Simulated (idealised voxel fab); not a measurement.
The process module presented herein is designated voxel self aligned contacts.
The width of the displayed cross-section, cut, is 210 nm; its cells are square, with a size of 5 nm.
Notation: cross-section as square-cell grid; stated in bands, top first, going down; one or more cell rows per band.
Quick guide to a band line: top height, bottom height (nm) up front; then every material left to right with its width in nm. Only one material and it's marked "full width"? Then it fills the band edge to edge. And "empty" just means empty space.
Height reference: 0 = level under which incoming wafer is all one material. Lowest band: no bottom, runs on downward, e.g. "z 0 and below".
Quick explanation for "30 to 40": the width changes in equal steps down the rows of cells, from the first number in the band's top row to the second number in its bottom row.
It should be understood that the words "no alteration", when stated for a given step, signify that the cross-section underwent no change in any of its cells during that step.
If an empty space has no open way to the top and is at least 8 cells in size, "Sealed-off cavities" lists it, written width x height at distance, where distance is measured from the left edge and every value is in nm.
It should be noted that, on the line of a given step, the content following the step's settings is a remark produced by the simulator itself with respect to that step.
overlay nm: mask offset rightward from planned place, masked step; negative means leftward offset.
Process steps - plan:
1: op RECEIVE | material Si
2: op CONFORMAL_DEP | material SiO2 | thk nm 5
3: op DIRECTIONAL_DEP | material polySi | thk nm 20
4: op DIRECTIONAL_DEP | material SiN | thk nm 15
5: op DIRECTIONAL_DEP | material aC | thk nm 15
6: op PATTERN | tone cover | mask id GATE | material resist | width nm 30 | pitch nm 55 | thk nm 30 | overlay nm 0
7: op DIRECTIONAL_ETCH | etch materials aC | depth nm 15
8: op STRIP | etch materials resist
9: op DIRECTIONAL_ETCH | etch materials SiN | depth nm 15
10: op DIRECTIONAL_ETCH | etch materials polySi | depth nm 20
11: op STRIP | etch materials aC
12: op CONFORMAL_DEP | material SiN | thk nm 5
13: op DIRECTIONAL_ETCH | etch materials SiN | depth nm 5
14: op FILL_DEP | material SiO2 | thk nm 20
15: op CMP | height nm 50
16: op DIRECTIONAL_DEP | material aC | thk nm 10
17: op PATTERN | tone open | mask id CONTACT | material resist | width nm 35 | thk nm 30 | overlay nm 0
18: op DIRECTIONAL_ETCH | etch materials aC | depth nm 10
19: op STRIP | etch materials resist
20: op DIRECTIONAL_ETCH | etch materials SiO2 | depth nm 50
21: op STRIP | etch materials aC
22: op CONFORMAL_DEP | material TiN | thk nm 5
23: op FILL_DEP | material W | thk nm 10
24: op CMP | height nm 50
25: op CONFORMAL_DEP | material SiN | thk nm 5
The cross-section here shows the wafer as received, i.e. in its state after step 1:
> z 0 and below = Si full width
> Sealed-off cavities: none
Here's the cross-section of the first of our two wafers at the end of the module - it ran as planned:
> z 55 to 50 = SiN full width
> z 50 to 40 = SiO2=85, TiN=5 to 15, W=25 to 5, TiN=5 to 15, SiO2=90
> z 40 to 25 = SiO2=55, SiN=40, TiN=5, W=5, TiN=5, SiN=40, SiO2=60
> z 25 to 5 = SiO2=55, SiN=5, polySi=30, SiN=5, TiN=5, W=5, TiN=5, SiN=5, polySi=30, SiN=5, SiO2=60
> z 5 to 0 = SiO2=95, TiN=15, SiO2=100
> z 0 and below = Si full width
> Sealed-off cavities: none
Cross-section, wafer two of two, end of module: same start and plan as wafer one, one error in execution:
> z 55 to 50 = SiN full width
> z 50 to 40 = SiO2=85, TiN=5, W=25, TiN=5, SiO2=90
> z 40 to 35 = SiO2=85, TiN=10, W=15, TiN=10, SiO2=90
> z 35 to 25 = SiO2=60, SiN=30, TiN=5, W=15, TiN=5, SiN=30, SiO2=65
> z 25 to 5 = SiO2=60, polySi=30, TiN=5, W=15, TiN=5, polySi=30, SiO2=65
> z 5 to 0 = SiO2=90, TiN=25, SiO2=95
> z 0 and below = Si full width
> Sealed-off cavities: none
Here's what went sideways: it should be noted that step 12 of the plan was omitted and was not performed
Counted in cells at the end, the second wafer holds more or fewer of these materials than the first: 40 fewer of SiN; 22 more of SiO2; 18 more of W
